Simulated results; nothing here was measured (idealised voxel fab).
Proc. module: voxel transistor to metal
Shown is cross-section cut, with a width of 270 nm and square cells of size 5 nm.
A cross-section is a grid of square cells, given in bands from the top down. A band is one or more rows of cells.
Quick guide to a band line: top height, bottom height (nm) up front; then every material left to right with its width in nm. Only one material and it's marked "full width"? Then it fills the band edge to edge. And "air" just means empty space.
Where do heights start? At 0: under that level the wafer as delivered is made of one material only. And the lowest band has no floor; it just carries on downward, as in "0 nm and below".
The expression "30->40" gives the width at the extremes of the band, the first number at its top row of cells and the second at its bottom row, with the width changing by equal amounts from each row to the next in between.
A step reported as "nothing got changed" is a step in which no cell of the cross-section changed.
The label "Fully sealed cavities" introduces a list of the empty spaces, 8 cells or larger, that have no open way up to the top; each entry in it reads width x height at distance, where the distance is taken from the left edge and all three are stated in nm.
What comes after the settings on a step's line is commentary from the simulator itself on that step.
A step's line can hold "overlay nm"; with a mask on that step, the setting says how far right of the planned place the mask lay, while a negative setting says it lay to the left.

# List of planned process steps
step 1: RECEIVE | material Si
step 2: OXIDIZE | depth nm 5
step 3: CONFORMAL_DEP | material SiN | thk nm 10
step 4: MASKED_ETCH | tone cover | mask id ACTIVE | width nm 110 | pitch nm 130 | etch materials SiN | depth nm 10 | overlay nm 0
step 5: MASKED_ETCH | tone cover | mask id ACTIVE | width nm 110 | pitch nm 130 | etch materials SiO2 | depth nm 5 | overlay nm 0
step 6: MASKED_ETCH | tone cover | mask id ACTIVE | width nm 110 | pitch nm 130 | etch materials Si | depth nm 20 | overlay nm 0
step 7: FILL_DEP | material SiO2 | thk nm 5
step 8: CMP | height nm 10
step 9: SELECTIVE_ETCH | etch materials SiO2 | depth nm 5
step 10: STRIP | etch materials SiN
step 11: SELECTIVE_ETCH | etch materials SiO2 | depth nm 5
step 12: OXIDIZE | depth nm 5
step 13: DIRECTIONAL_DEP | material polySi | thk nm 25
step 14: DIRECTIONAL_DEP | material SiCN | thk nm 10
step 15: PATTERN | tone cover | mask id GATE | material resist | width nm 20 | pitch nm 130 | thk nm 20 | overlay nm 0
step 16: DIRECTIONAL_ETCH | etch materials SiCN | depth nm 20
step 17: DIRECTIONAL_ETCH | etch materials polySi | depth nm 35
step 18: STRIP | etch materials resist
step 19: CONFORMAL_DEP | material SiN | thk nm 5
step 20: DIRECTIONAL_ETCH | etch materials SiN | depth nm 5
step 21: DIRECTIONAL_ETCH | etch materials SiO2 | depth nm 5
step 22: EPI | material SiGe | thk nm 5
step 23: FILL_DEP | material SiO2 | thk nm 10
step 24: CMP | height nm 30
step 25: DIRECTIONAL_DEP | material SiO2 | thk nm 10
step 26: PATTERN | tone open | mask id CONTACT | material resist | width nm 30 | thk nm 20 | overlay nm 0
step 27: DIRECTIONAL_ETCH | etch materials SiO2 | depth nm 45
step 28: STRIP | etch materials resist
step 29: CONFORMAL_DEP | material TiN | thk nm 5
step 30: FILL_DEP | material Ru | thk nm 10
step 31: CMP | height nm 40
step 32: DIRECTIONAL_DEP | material TiN | thk nm 5
step 33: DIRECTIONAL_DEP | material W | thk nm 15
step 34: PATTERN | tone cover | mask id METAL_1 | material resist | width nm 20 | thk nm 15 | overlay nm 0
step 35: DIRECTIONAL_ETCH | etch materials W | depth nm 15
step 36: DIRECTIONAL_ETCH | etch materials TiN | depth nm 5
step 37: STRIP | etch materials resist
step 38: CONFORMAL_DEP | material SiN | thk nm 5
step 39: FILL_DEP | material SiO2 | thk nm 5
step 40: CMP | height nm 60
step 41: CONFORMAL_DEP | material SiN | thk nm 5

# As-received state of the wafer in cross-section, equivalent to post-step 1
0 nm and below | Si full width
Fully sealed cavities: none

# First wafer of two, sectioned at end of module; run went per plan
65 nm to 60 nm | SiN full width
60 nm to 45 nm | 20 SiO2  5 SiN  20 W  5 SiN  40 SiO2  5 SiN  20 W  5 SiN  30 SiO2  5 SiN  20 W  5 SiN  40 SiO2  5 SiN  20 W  5 SiN  20 SiO2
45 nm to 40 nm | 25 SiN  20 TiN  50 SiN  20 TiN  40 SiN  20 TiN  50 SiN  20 TiN  25 SiN
40 nm to 30 nm | 25 SiO2  5 TiN  20 Ru  5 TiN  30 SiO2  5 TiN  20 Ru  5 TiN  40 SiO2  5 TiN  20 Ru  5 TiN  30 SiO2  5 TiN  20 Ru  5 TiN  25 SiO2
30 nm to 20 nm | 25 SiO2  5 TiN  20 Ru  5 TiN  5 SiN  20 SiCN  5 SiN  5 TiN  20 Ru  5 TiN  40 SiO2  5 TiN  20 Ru  5 TiN  5 SiN  20 SiCN  5 SiN  5 TiN  20 Ru  5 TiN  25 SiO2
20 nm to 0 nm | 25 SiO2  5 TiN  20 Ru  5 TiN  5 SiN  20 polySi  5 SiN  5 TiN  20 Ru  5 TiN  40 SiO2  5 TiN  20 Ru  5 TiN  5 SiN  20 polySi  5 SiN  5 TiN  20 Ru  5 TiN  25 SiO2
0 nm to -5 nm | 10 SiO2  5 SiN  10 SiO2  30 TiN  5 SiN  20 polySi  5 SiN  30 TiN  10 SiO2  5 SiN  10 SiO2  5 SiN  10 SiO2  30 TiN  5 SiN  20 polySi  5 SiN  30 TiN  10 SiO2  5 SiN  10 SiO2
-5 nm to -10 nm | 15 SiO2  40 SiGe  30 SiO2  40 SiGe  20 SiO2  40 SiGe  30 SiO2  40 SiGe  15 SiO2
-10 nm to -25 nm | 15 SiO2  110 Si  20 SiO2  110 Si  15 SiO2
-25 nm and below | Si full width
Fully sealed cavities: none

# Now the second wafer, cross-sectioned at the end of the module. Nothing different at the start, nothing different in the plan compared with the first, just one mistake when it was actually run
65 nm to 60 nm | SiN full width
60 nm to 45 nm | 20 SiO2  5 SiN  20 W  5 SiN  40 SiO2  5 SiN  20 W  5 SiN  30 SiO2  5 SiN  20 W  5 SiN  40 SiO2  5 SiN  20 W  5 SiN  20 SiO2
45 nm to 40 nm | 25 SiN  20 TiN  50 SiN  20 TiN  40 SiN  20 TiN  50 SiN  20 TiN  25 SiN
40 nm to 35 nm | 25 SiO2  5 TiN  20 Ru  5 TiN  30 SiO2  5 TiN  20 Ru  5 TiN  40 SiO2  5 TiN  20 Ru  5 TiN  30 SiO2  5 TiN  20 Ru  5 TiN  25 SiO2
35 nm to 30 nm | 25 SiO2  30 TiN  30 SiO2  30 TiN  40 SiO2  30 TiN  30 SiO2  30 TiN  25 SiO2
30 nm to 25 nm | 60 SiCN  5 SiN  10 SiO2  5 SiN  110 SiCN  5 SiN  10 SiO2  5 SiN  60 SiCN
25 nm to 20 nm | 10 polySi  50 SiCN  5 SiN  10 SiO2  5 SiN  50 SiCN  10 polySi  50 SiCN  5 SiN  10 SiO2  5 SiN  50 SiCN  10 polySi
20 nm to 0 nm | 60 polySi  5 SiN  10 SiO2  5 SiN  110 polySi  5 SiN  10 SiO2  5 SiN  60 polySi
0 nm to -5 nm | 10 SiO2  50 polySi  5 SiN  10 SiO2  5 SiN  50 polySi  10 SiO2  50 polySi  5 SiN  10 SiO2  5 SiN  50 polySi  10 SiO2
-5 nm to -10 nm | 65 SiO2  10 SiGe  120 SiO2  10 SiGe  65 SiO2
-10 nm to -25 nm | 15 SiO2  110 Si  20 SiO2  110 Si  15 SiO2
-25 nm and below | Si full width
Fully sealed cavities: none
Finding, execution versus plan: step 15: run off-plan, actual operation and settings PATTERN | tone open | mask id GATE | material resist | width nm 20 | pitch nm 130 | thk nm 20 | overlay nm 0
The final cell counts differ between the wafers, with the second having more or fewer of some materials than the first: -112 Ru; +70 SiCN; -28 SiGe; -4 SiN; -60 SiO2; -56 TiN; +190 polySi
